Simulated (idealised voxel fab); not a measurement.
The name of this process module is voxel wiring stack.
cross-section cut | 235 nm wide | cells 5 nm
Cross-section format: a grid of square cells, given as bands from top to bottom; each band is one or more rows of cells. Band: top height; bottom height; in nm. Then, left to right: material with width in nm, for each material. "all across": a single material spanning edge to edge. "blank": empty space. Beneath 0, the wafer as received is one material, and that level is where height counting begins. The lowest band goes on downward without a bottom; it is written like "0 nm and below". Top row gets the first number, bottom row gets the second, and each row in between changes by the same step: that is how a band width like "30 to 40" works. You'll sometimes find "everything unchanged" written for a step, and that's the way of saying that nowhere in the cross-section did a cell change during that step. Basically, "Closed voids list" tells you about the enclosed voids: empty spaces with no open way to the top, 8 cells or bigger, each written width x height at distance, where distance is from the left edge, all in nm. Post-settings text on a step line: simulator's own remark regarding the step. overlay nm: on a step with a mask, how far right of its planned place the mask lay; negative means left.

# Planned step list for the process
step 1: RECEIVE with material Si
step 2: CONFORMAL_DEP with material SiO2, thk nm 10
step 3: DIRECTIONAL_DEP with material TiN, thk nm 5
step 4: DIRECTIONAL_DEP with material W, thk nm 20
step 5: PATTERN with tone cover, mask id METAL_1, material resist, width nm 30, pitch nm 45, thk nm 20, overlay nm 0
step 6: DIRECTIONAL_ETCH with etch materials W, depth nm 20
step 7: DIRECTIONAL_ETCH with etch materials TiN, depth nm 5
step 8: STRIP with etch materials resist
step 9: FILL_DEP with material lowk, thk nm 5
step 10: CMP with height nm 35
step 11: CONFORMAL_DEP with material SiCN, thk nm 5
step 12: DIRECTIONAL_DEP with material SiO2, thk nm 20
step 13: DIRECTIONAL_DEP with material aC, thk nm 15
step 14: PATTERN with tone open, mask id PLUG_1, material resist, width nm 15, pitch nm 45, thk nm 35, overlay nm 0
step 15: DIRECTIONAL_ETCH with etch materials aC, depth nm 15
step 16: STRIP with etch materials resist
step 17: DIRECTIONAL_ETCH with etch materials SiO2, depth nm 20
step 18: DIRECTIONAL_ETCH with etch materials SiCN, depth nm 5
step 19: STRIP with etch materials aC
step 20: CONFORMAL_DEP with material TiN, thk nm 5
step 21: FILL_DEP with material W, thk nm 10
step 22: CMP with height nm 60
step 23: CONFORMAL_DEP with material SiCN, thk nm 5
step 24: DIRECTIONAL_DEP with material lowk, thk nm 20
step 25: PATTERN with tone open, mask id METAL_2, material resist, width nm 30, pitch nm 45, thk nm 15, overlay nm 0
step 26: DIRECTIONAL_ETCH with etch materials lowk, depth nm 20
step 27: DIRECTIONAL_ETCH with etch materials SiCN, depth nm 5
step 28: STRIP with etch materials resist
step 29: CONFORMAL_DEP with material TiN, thk nm 5
step 30: FILL_DEP with material Cu, thk nm 5
step 31: CMP with height nm 85
step 32: CONFORMAL_DEP with material SiCN, thk nm 5
step 33: DIRECTIONAL_DEP with material SiO2, thk nm 30
step 34: PATTERN with tone open, mask id METAL_3, material resist, width nm 30, pitch nm 45, thk nm 15, overlay nm 0
step 35: DIRECTIONAL_ETCH with etch materials SiO2, depth nm 20
step 36: STRIP with etch materials resist
step 37: PATTERN with tone open, mask id METAL_3_HOLES, material resist, width nm 15, pitch nm 90, thk nm 20, overlay nm 0
step 38: DIRECTIONAL_ETCH with etch materials SiO2, depth nm 10
step 39: DIRECTIONAL_ETCH with etch materials SiCN, depth nm 5
step 40: STRIP with etch materials resist
step 41: CONFORMAL_DEP with material TiN, thk nm 5
step 42: FILL_DEP with material Cu, thk nm 5
step 43: CMP with height nm 120
step 44: CONFORMAL_DEP with material SiCN, thk nm 5
step 45: DIRECTIONAL_DEP with material lowk, thk nm 30
step 46: PATTERN with tone open, mask id METAL_4, material resist, width nm 30, pitch nm 45, thk nm 20, overlay nm 0
step 47: DIRECTIONAL_ETCH with etch materials lowk, depth nm 15
step 48: STRIP with etch materials resist
step 49: MASKED_ETCH with tone open, mask id METAL_4_HOLES, width nm 15, pitch nm 45, etch materials lowk, depth nm 15, overlay nm 0
step 50: MASKED_ETCH with tone open, mask id METAL_4_HOLES, width nm 15, pitch nm 45, etch materials SiCN, depth nm 5, overlay nm 0
step 51: CONFORMAL_DEP with material TiN, thk nm 5
step 52: FILL_DEP with material Cu, thk nm 10
step 53: CMP with height nm 155
step 54: CONFORMAL_DEP with material SiN, thk nm 5

# first wafer, as planned

# As-received wafer cross-section (after step 1)
- 0 nm and below = Si all across
- Closed voids list: none

# Sectional view: wafer, after step 2
- 10 nm to 0 nm = SiO2 all across
- For the remainder of the cross-section, below 0, there is no change.

# Sectional view: wafer, after step 3
- 15 nm to 10 nm = TiN all across
- For the remainder of the cross-section, below 10, there is no change.

# Sectional view: wafer, after step 4
- 35 nm to 15 nm = W all across
- For the remainder of the cross-section, below 15, there is no change.

# Sectional view: wafer, after step 5
- 55 nm to 35 nm = 55 of blank; 30 of resist; 15 of blank; 30 of resist; 15 of blank; 30 of resist; 60 of blank
- For the remainder of the cross-section, below 35, there is no change.

# Sectional view: wafer, after step 6
- 55 nm to 35 nm = 55 of blank; 30 of resist; 15 of blank; 30 of resist; 15 of blank; 30 of resist; 60 of blank
- 35 nm to 15 nm = 55 of blank; 30 of W; 15 of blank; 30 of W; 15 of blank; 30 of W; 60 of blank
- For the remainder of the cross-section, below 15, there is no change.

# Sectional view: wafer, after step 7
- 55 nm to 35 nm = 55 of blank; 30 of resist; 15 of blank; 30 of resist; 15 of blank; 30 of resist; 60 of blank
- 35 nm to 15 nm = 55 of blank; 30 of W; 15 of blank; 30 of W; 15 of blank; 30 of W; 60 of blank
- 15 nm to 10 nm = 55 of blank; 30 of TiN; 15 of blank; 30 of TiN; 15 of blank; 30 of TiN; 60 of blank
- For the remainder of the cross-section, below 10, there is no change.

# Sectional view: wafer, after step 8
- 35 nm to 15 nm = 55 of blank; 30 of W; 15 of blank; 30 of W; 15 of blank; 30 of W; 60 of blank
- For the remainder of the cross-section, below 15, there is no change.

# Sectional view: wafer, after step 9
- 40 nm to 35 nm = lowk all across
- 35 nm to 15 nm = 55 of lowk; 30 of W; 15 of lowk; 30 of W; 15 of lowk; 30 of W; 60 of lowk
- 15 nm to 10 nm = 55 of lowk; 30 of TiN; 15 of lowk; 30 of TiN; 15 of lowk; 30 of TiN; 60 of lowk
- For the remainder of the cross-section, below 10, there is no change.

# Sectional view: wafer, after step 10
- 35 nm to 15 nm = 55 of lowk; 30 of W; 15 of lowk; 30 of W; 15 of lowk; 30 of W; 60 of lowk
- For the remainder of the cross-section, below 15, there is no change.

# Sectional view: wafer, after step 11
- 40 nm to 35 nm = SiCN all across
- For the remainder of the cross-section, below 35, there is no change.

# Sectional view: wafer, after step 12
- 60 nm to 40 nm = SiO2 all across
- For the remainder of the cross-section, below 40, there is no change.

# Sectional view: wafer, after step 13
- 75 nm to 60 nm = aC all across
- For the remainder of the cross-section, below 60, there is no change.

# Sectional view: wafer, after step 14
- 110 nm to 75 nm = 55 of resist; 15 of blank; 30 of resist; 15 of blank; 30 of resist; 15 of blank; 75 of resist
- For the remainder of the cross-section, below 75, there is no change.

# Sectional view: wafer, after step 15
- 95 nm to 75 nm = 55 of resist; 15 of blank; 30 of resist; 15 of blank; 30 of resist; 15 of blank; 75 of resist
- 75 nm to 60 nm = 55 of aC; 15 of blank; 30 of aC; 15 of blank; 30 of aC; 15 of blank; 75 of aC
- For the remainder of the cross-section, below 60, there is no change.

# Sectional view: wafer, after step 16
- 75 nm to 60 nm = 55 of aC; 15 of blank; 30 of aC; 15 of blank; 30 of aC; 15 of blank; 75 of aC
- For the remainder of the cross-section, below 60, there is no change.

# Sectional view: wafer, after step 17
- 75 nm to 60 nm = 55 of aC; 15 of blank; 30 of aC; 15 of blank; 30 of aC; 15 of blank; 75 of aC
- 60 nm to 40 nm = 55 of SiO2; 15 of blank; 30 of SiO2; 15 of blank; 30 of SiO2; 15 of blank; 75 of SiO2
- For the remainder of the cross-section, below 40, there is no change.

# Sectional view: wafer, after step 18
- 75 nm to 60 nm = 55 of aC; 15 of blank; 30 of aC; 15 of blank; 30 of aC; 15 of blank; 75 of aC
- 60 nm to 40 nm = 55 of SiO2; 15 of blank; 30 of SiO2; 15 of blank; 30 of SiO2; 15 of blank; 75 of SiO2
- 40 nm to 35 nm = 55 of SiCN; 15 of blank; 30 of SiCN; 15 of blank; 30 of SiCN; 15 of blank; 75 of SiCN
- For the remainder of the cross-section, below 35, there is no change.

# Sectional view: wafer, after step 19
- 60 nm to 40 nm = 55 of SiO2; 15 of blank; 30 of SiO2; 15 of blank; 30 of SiO2; 15 of blank; 75 of SiO2
- For the remainder of the cross-section, below 40, there is no change.

# Sectional view: wafer, after step 20
- 65 nm to 60 nm = 60 of TiN; 5 of blank; 40 of TiN; 5 of blank; 40 of TiN; 5 of blank; 80 of TiN
- 60 nm to 40 nm = 55 of SiO2; 5 of TiN; 5 of blank; 5 of TiN; 30 of SiO2; 5 of TiN; 5 of blank; 5 of TiN; 30 of SiO2; 5 of TiN; 5 of blank; 5 of TiN; 75 of SiO2
- 40 nm to 35 nm = 55 of SiCN; 15 of TiN; 30 of SiCN; 15 of TiN; 30 of SiCN; 15 of TiN; 75 of SiCN
- For the remainder of the cross-section, below 35, there is no change.

# Sectional view: wafer, after step 21
- 75 nm to 65 nm = W all across
- 65 nm to 60 nm = 60 of TiN; 5 of W; 40 of TiN; 5 of W; 40 of TiN; 5 of W; 80 of TiN
- 60 nm to 40 nm = 55 of SiO2; 5 of TiN; 5 of W; 5 of TiN; 30 of SiO2; 5 of TiN; 5 of W; 5 of TiN; 30 of SiO2; 5 of TiN; 5 of W; 5 of TiN; 75 of SiO2
- For the remainder of the cross-section, below 40, there is no change.

# Sectional view: wafer, after step 22
- 60 nm to 40 nm = 55 of SiO2; 5 of TiN; 5 of W; 5 of TiN; 30 of SiO2; 5 of TiN; 5 of W; 5 of TiN; 30 of SiO2; 5 of TiN; 5 of W; 5 of TiN; 75 of SiO2
- For the remainder of the cross-section, below 40, there is no change.

# Sectional view: wafer, after step 23
- 65 nm to 60 nm = SiCN all across
- For the remainder of the cross-section, below 60, there is no change.

# Sectional view: wafer, after step 24
- 85 nm to 65 nm = lowk all across
- For the remainder of the cross-section, below 65, there is no change.

# Sectional view: wafer, after step 25
- 100 nm to 85 nm = 55 of resist; 30 of blank; 15 of resist; 30 of blank; 15 of resist; 30 of blank; 60 of resist
- For the remainder of the cross-section, below 85, there is no change.

# Sectional view: wafer, after step 26
- 100 nm to 85 nm = 55 of resist; 30 of blank; 15 of resist; 30 of blank; 15 of resist; 30 of blank; 60 of resist
- 85 nm to 65 nm = 55 of lowk; 30 of blank; 15 of lowk; 30 of blank; 15 of lowk; 30 of blank; 60 of lowk
- For the remainder of the cross-section, below 65, there is no change.

# Sectional view: wafer, after step 27
- 100 nm to 85 nm = 55 of resist; 30 of blank; 15 of resist; 30 of blank; 15 of resist; 30 of blank; 60 of resist
- 85 nm to 65 nm = 55 of lowk; 30 of blank; 15 of lowk; 30 of blank; 15 of lowk; 30 of blank; 60 of lowk
- 65 nm to 60 nm = 55 of SiCN; 30 of blank; 15 of SiCN; 30 of blank; 15 of SiCN; 30 of blank; 60 of SiCN
- For the remainder of the cross-section, below 60, there is no change.

# Sectional view: wafer, after step 28
- 85 nm to 65 nm = 55 of lowk; 30 of blank; 15 of lowk; 30 of blank; 15 of lowk; 30 of blank; 60 of lowk
- For the remainder of the cross-section, below 65, there is no change.

# Sectional view: wafer, after step 29
- 90 nm to 85 nm = 60 of TiN; 20 of blank; 25 of TiN; 20 of blank; 25 of TiN; 20 of blank; 65 of TiN
- 85 nm to 65 nm = 55 of lowk; 5 of TiN; 20 of blank; 5 of TiN; 15 of lowk; 5 of TiN; 20 of blank; 5 of TiN; 15 of lowk; 5 of TiN; 20 of blank; 5 of TiN; 60 of lowk
- 65 nm to 60 nm = 55 of SiCN; 30 of TiN; 15 of SiCN; 30 of TiN; 15 of SiCN; 30 of TiN; 60 of SiCN
- For the remainder of the cross-section, below 60, there is no change.

# Sectional view: wafer, after step 30
- 95 nm to 90 nm = Cu all across
- 90 nm to 85 nm = 60 of TiN; 20 of Cu; 25 of TiN; 20 of Cu; 25 of TiN; 20 of Cu; 65 of TiN
- 85 nm to 65 nm = 55 of lowk; 5 of TiN; 20 of Cu; 5 of TiN; 15 of lowk; 5 of TiN; 20 of Cu; 5 of TiN; 15 of lowk; 5 of TiN; 20 of Cu; 5 of TiN; 60 of lowk
- For the remainder of the cross-section, below 65, there is no change.

# Sectional view: wafer, after step 31
- 85 nm to 65 nm = 55 of lowk; 5 of TiN; 20 of Cu; 5 of TiN; 15 of lowk; 5 of TiN; 20 of Cu; 5 of TiN; 15 of lowk; 5 of TiN; 20 of Cu; 5 of TiN; 60 of lowk
- For the remainder of the cross-section, below 65, there is no change.

# Sectional view: wafer, after step 32
- 90 nm to 85 nm = SiCN all across
- For the remainder of the cross-section, below 85, there is no change.

# Sectional view: wafer, after step 33
- 120 nm to 90 nm = SiO2 all across
- For the remainder of the cross-section, below 90, there is no change.

# Sectional view: wafer, after step 34
- 135 nm to 120 nm = 55 of resist; 30 of blank; 15 of resist; 30 of blank; 15 of resist; 30 of blank; 60 of resist
- For the remainder of the cross-section, below 120, there is no change.

# Sectional view: wafer, after step 35
- 135 nm to 120 nm = 55 of resist; 30 of blank; 15 of resist; 30 of blank; 15 of resist; 30 of blank; 60 of resist
- 120 nm to 100 nm = 55 of SiO2; 30 of blank; 15 of SiO2; 30 of blank; 15 of SiO2; 30 of blank; 60 of SiO2
- For the remainder of the cross-section, below 100, there is no change.

# Sectional view: wafer, after step 36
- 120 nm to 100 nm = 55 of SiO2; 30 of blank; 15 of SiO2; 30 of blank; 15 of SiO2; 30 of blank; 60 of SiO2
- For the remainder of the cross-section, below 100, there is no change.

# Sectional view: wafer, after step 37
- 140 nm to 120 nm = 55 of resist; 15 of blank; 75 of resist; 15 of blank; 75 of resist
- 120 nm to 100 nm = 55 of SiO2; 15 of blank; 15 of resist; 15 of SiO2; 30 of resist; 15 of SiO2; 15 of blank; 15 of resist; 60 of SiO2
- For the remainder of the cross-section, below 100, there is no change.

# Sectional view: wafer, after step 38
- 140 nm to 120 nm = 55 of resist; 15 of blank; 75 of resist; 15 of blank; 75 of resist
- 120 nm to 100 nm = 55 of SiO2; 15 of blank; 15 of resist; 15 of SiO2; 30 of resist; 15 of SiO2; 15 of blank; 15 of resist; 60 of SiO2
- 100 nm to 90 nm = 55 of SiO2; 15 of blank; 75 of SiO2; 15 of blank; 75 of SiO2
- For the remainder of the cross-section, below 90, there is no change.

# Sectional view: wafer, after step 39
- 140 nm to 120 nm = 55 of resist; 15 of blank; 75 of resist; 15 of blank; 75 of resist
- 120 nm to 100 nm = 55 of SiO2; 15 of blank; 15 of resist; 15 of SiO2; 30 of resist; 15 of SiO2; 15 of blank; 15 of resist; 60 of SiO2
- 100 nm to 90 nm = 55 of SiO2; 15 of blank; 75 of SiO2; 15 of blank; 75 of SiO2
- 90 nm to 85 nm = 55 of SiCN; 15 of blank; 75 of SiCN; 15 of blank; 75 of SiCN
- For the remainder of the cross-section, below 85, there is no change.

# Sectional view: wafer, after step 40
- 120 nm to 100 nm = 55 of SiO2; 30 of blank; 15 of SiO2; 30 of blank; 15 of SiO2; 30 of blank; 60 of SiO2
- For the remainder of the cross-section, below 100, there is no change.

# Sectional view: wafer, after step 41
- 125 nm to 120 nm = 60 of TiN; 20 of blank; 25 of TiN; 20 of blank; 25 of TiN; 20 of blank; 65 of TiN
- 120 nm to 105 nm = 55 of SiO2; 5 of TiN; 20 of blank; 5 of TiN; 15 of SiO2; 5 of TiN; 20 of blank; 5 of TiN; 15 of SiO2; 5 of TiN; 20 of blank; 5 of TiN; 60 of SiO2
- 105 nm to 100 nm = 55 of SiO2; 5 of TiN; 5 of blank; 20 of TiN; 15 of SiO2; 30 of TiN; 15 of SiO2; 5 of TiN; 5 of blank; 20 of TiN; 60 of SiO2
- 100 nm to 90 nm = 55 of SiO2; 5 of TiN; 5 of blank; 5 of TiN; 75 of SiO2; 5 of TiN; 5 of blank; 5 of TiN; 75 of SiO2
- 90 nm to 85 nm = 55 of SiCN; 15 of TiN; 75 of SiCN; 15 of TiN; 75 of SiCN
- For the remainder of the cross-section, below 85, there is no change.

# Sectional view: wafer, after step 42
- 130 nm to 125 nm = Cu all across
- 125 nm to 120 nm = 60 of TiN; 20 of Cu; 25 of TiN; 20 of Cu; 25 of TiN; 20 of Cu; 65 of TiN
- 120 nm to 105 nm = 55 of SiO2; 5 of TiN; 20 of Cu; 5 of TiN; 15 of SiO2; 5 of TiN; 20 of Cu; 5 of TiN; 15 of SiO2; 5 of TiN; 20 of Cu; 5 of TiN; 60 of SiO2
- 105 nm to 100 nm = 55 of SiO2; 5 of TiN; 5 of Cu; 20 of TiN; 15 of SiO2; 30 of TiN; 15 of SiO2; 5 of TiN; 5 of Cu; 20 of TiN; 60 of SiO2
- 100 nm to 90 nm = 55 of SiO2; 5 of TiN; 5 of Cu; 5 of TiN; 75 of SiO2; 5 of TiN; 5 of Cu; 5 of TiN; 75 of SiO2
- For the remainder of the cross-section, below 90, there is no change.

# Sectional view: wafer, after step 43
- 120 nm to 105 nm = 55 of SiO2; 5 of TiN; 20 of Cu; 5 of TiN; 15 of SiO2; 5 of TiN; 20 of Cu; 5 of TiN; 15 of SiO2; 5 of TiN; 20 of Cu; 5 of TiN; 60 of SiO2
- For the remainder of the cross-section, below 105, there is no change.

# Sectional view: wafer, after step 44
- 125 nm to 120 nm = SiCN all across
- For the remainder of the cross-section, below 120, there is no change.

# Sectional view: wafer, after step 45
- 155 nm to 125 nm = lowk all across
- For the remainder of the cross-section, below 125, there is no change.

# Sectional view: wafer, after step 46
- 175 nm to 155 nm = 55 of resist; 30 of blank; 15 of resist; 30 of blank; 15 of resist; 30 of blank; 60 of resist
- For the remainder of the cross-section, below 155, there is no change.

# Sectional view: wafer, after step 47
- 175 nm to 155 nm = 55 of resist; 30 of blank; 15 of resist; 30 of blank; 15 of resist; 30 of blank; 60 of resist
- 155 nm to 140 nm = 55 of lowk; 30 of blank; 15 of lowk; 30 of blank; 15 of lowk; 30 of blank; 60 of lowk
- For the remainder of the cross-section, below 140, there is no change.

# Sectional view: wafer, after step 48
- 155 nm to 140 nm = 55 of lowk; 30 of blank; 15 of lowk; 30 of blank; 15 of lowk; 30 of blank; 60 of lowk
- For the remainder of the cross-section, below 140, there is no change.

# Sectional view: wafer, after step 49
- 155 nm to 140 nm = 55 of lowk; 30 of blank; 15 of lowk; 30 of blank; 15 of lowk; 30 of blank; 60 of lowk
- 140 nm to 125 nm = 55 of lowk; 15 of blank; 30 of lowk; 15 of blank; 30 of lowk; 15 of blank; 75 of lowk
- For the remainder of the cross-section, below 125, there is no change.

# Sectional view: wafer, after step 50
- 155 nm to 140 nm = 55 of lowk; 30 of blank; 15 of lowk; 30 of blank; 15 of lowk; 30 of blank; 60 of lowk
- 140 nm to 125 nm = 55 of lowk; 15 of blank; 30 of lowk; 15 of blank; 30 of lowk; 15 of blank; 75 of lowk
- 125 nm to 120 nm = 55 of SiCN; 15 of blank; 30 of SiCN; 15 of blank; 30 of SiCN; 15 of blank; 75 of SiCN
- For the remainder of the cross-section, below 120, there is no change.

# Sectional view: wafer, after step 51
- 160 nm to 155 nm = 60 of TiN; 20 of blank; 25 of TiN; 20 of blank; 25 of TiN; 20 of blank; 65 of TiN
- 155 nm to 145 nm = 55 of lowk; 5 of TiN; 20 of blank; 5 of TiN; 15 of lowk; 5 of TiN; 20 of blank; 5 of TiN; 15 of lowk; 5 of TiN; 20 of blank; 5 of TiN; 60 of lowk
- 145 nm to 140 nm = 55 of lowk; 5 of TiN; 5 of blank; 20 of TiN; 15 of lowk; 5 of TiN; 5 of blank; 20 of TiN; 15 of lowk; 5 of TiN; 5 of blank; 20 of TiN; 60 of lowk
- 140 nm to 125 nm = 55 of lowk; 5 of TiN; 5 of blank; 5 of TiN; 30 of lowk; 5 of TiN; 5 of blank; 5 of TiN; 30 of lowk; 5 of TiN; 5 of blank; 5 of TiN; 75 of lowk
- 125 nm to 120 nm = 55 of SiCN; 15 of TiN; 30 of SiCN; 15 of TiN; 30 of SiCN; 15 of TiN; 75 of SiCN
- For the remainder of the cross-section, below 120, there is no change.

# Sectional view: wafer, after step 52
- 170 nm to 160 nm = Cu all across
- 160 nm to 155 nm = 60 of TiN; 20 of Cu; 25 of TiN; 20 of Cu; 25 of TiN; 20 of Cu; 65 of TiN
- 155 nm to 145 nm = 55 of lowk; 5 of TiN; 20 of Cu; 5 of TiN; 15 of lowk; 5 of TiN; 20 of Cu; 5 of TiN; 15 of lowk; 5 of TiN; 20 of Cu; 5 of TiN; 60 of lowk
- 145 nm to 140 nm = 55 of lowk; 5 of TiN; 5 of Cu; 20 of TiN; 15 of lowk; 5 of TiN; 5 of Cu; 20 of TiN; 15 of lowk; 5 of TiN; 5 of Cu; 20 of TiN; 60 of lowk
- 140 nm to 125 nm = 55 of lowk; 5 of TiN; 5 of Cu; 5 of TiN; 30 of lowk; 5 of TiN; 5 of Cu; 5 of TiN; 30 of lowk; 5 of TiN; 5 of Cu; 5 of TiN; 75 of lowk
- For the remainder of the cross-section, below 125, there is no change.

# Sectional view: wafer, after step 53
- 155 nm to 145 nm = 55 of lowk; 5 of TiN; 20 of Cu; 5 of TiN; 15 of lowk; 5 of TiN; 20 of Cu; 5 of TiN; 15 of lowk; 5 of TiN; 20 of Cu; 5 of TiN; 60 of lowk
- For the remainder of the cross-section, below 145, there is no change.

# Sectional view: wafer, after step 54
- 160 nm to 155 nm = SiN all across
- For the remainder of the cross-section, below 155, there is no change.

# Second wafer: same start and same plan as the first, one execution error; identical to the first through step 45

# Planned end of step 46: second wafer, cross-section
- 175 nm to 155 nm = 55 of blank; 30 of resist; 15 of blank; 30 of resist; 15 of blank; 30 of resist; 60 of blank
- For the remainder of the cross-section, below 155, there is no change.

# Planned end of step 47: second wafer, cross-section
- 175 nm to 155 nm = 55 of blank; 30 of resist; 15 of blank; 30 of resist; 15 of blank; 30 of resist; 60 of blank
- 155 nm to 140 nm = 55 of blank; 30 of lowk; 15 of blank; 30 of lowk; 15 of blank; 30 of lowk; 60 of blank
- For the remainder of the cross-section, below 140, there is no change.

# Planned end of step 48: second wafer, cross-section
- 155 nm to 140 nm = 55 of blank; 30 of lowk; 15 of blank; 30 of lowk; 15 of blank; 30 of lowk; 60 of blank
- For the remainder of the cross-section, below 140, there is no change.

# Planned end of step 49: second wafer, cross-section
- 155 nm to 140 nm = 70 of blank; 15 of lowk; 30 of blank; 15 of lowk; 30 of blank; 15 of lowk; 60 of blank
- For the remainder of the cross-section, below 140, there is no change.

Planned end of step 50: second wafer, cross-section: everything unchanged

# Planned end of step 51: second wafer, cross-section
- 160 nm to 155 nm = 65 of blank; 25 of TiN; 20 of blank; 25 of TiN; 20 of blank; 25 of TiN; 55 of blank
- 155 nm to 145 nm = 65 of blank; 5 of TiN; 15 of lowk; 5 of TiN; 20 of blank; 5 of TiN; 15 of lowk; 5 of TiN; 20 of blank; 5 of TiN; 15 of lowk; 5 of TiN; 55 of blank
- 145 nm to 140 nm = 70 of TiN; 15 of lowk; 30 of TiN; 15 of lowk; 30 of TiN; 15 of lowk; 60 of TiN
- For the remainder of the cross-section, below 140, there is no change.

# Planned end of step 52: second wafer, cross-section
- 170 nm to 160 nm = Cu all across
- 160 nm to 155 nm = 65 of Cu; 25 of TiN; 20 of Cu; 25 of TiN; 20 of Cu; 25 of TiN; 55 of Cu
- 155 nm to 145 nm = 65 of Cu; 5 of TiN; 15 of lowk; 5 of TiN; 20 of Cu; 5 of TiN; 15 of lowk; 5 of TiN; 20 of Cu; 5 of TiN; 15 of lowk; 5 of TiN; 55 of Cu
- For the remainder of the cross-section, below 145, there is no change.

# Planned end of step 53: second wafer, cross-section
- 155 nm to 145 nm = 65 of Cu; 5 of TiN; 15 of lowk; 5 of TiN; 20 of Cu; 5 of TiN; 15 of lowk; 5 of TiN; 20 of Cu; 5 of TiN; 15 of lowk; 5 of TiN; 55 of Cu
- For the remainder of the cross-section, below 145, there is no change.

# Planned end of step 54: second wafer, cross-section
- 160 nm to 155 nm = SiN all across
- For the remainder of the cross-section, below 155, there is no change.
So what did we get wrong on this run? rather than as planned, step 46 actually ran as PATTERN with tone cover, mask id METAL_4, material resist, width nm 30, pitch nm 45, thk nm 20, overlay nm 0
Once processing is complete, comparing cell counts shows that the second wafer has more or fewer of certain materials than the first: +28 Cu; +9 SiCN; -4 TiN; -33 lowk
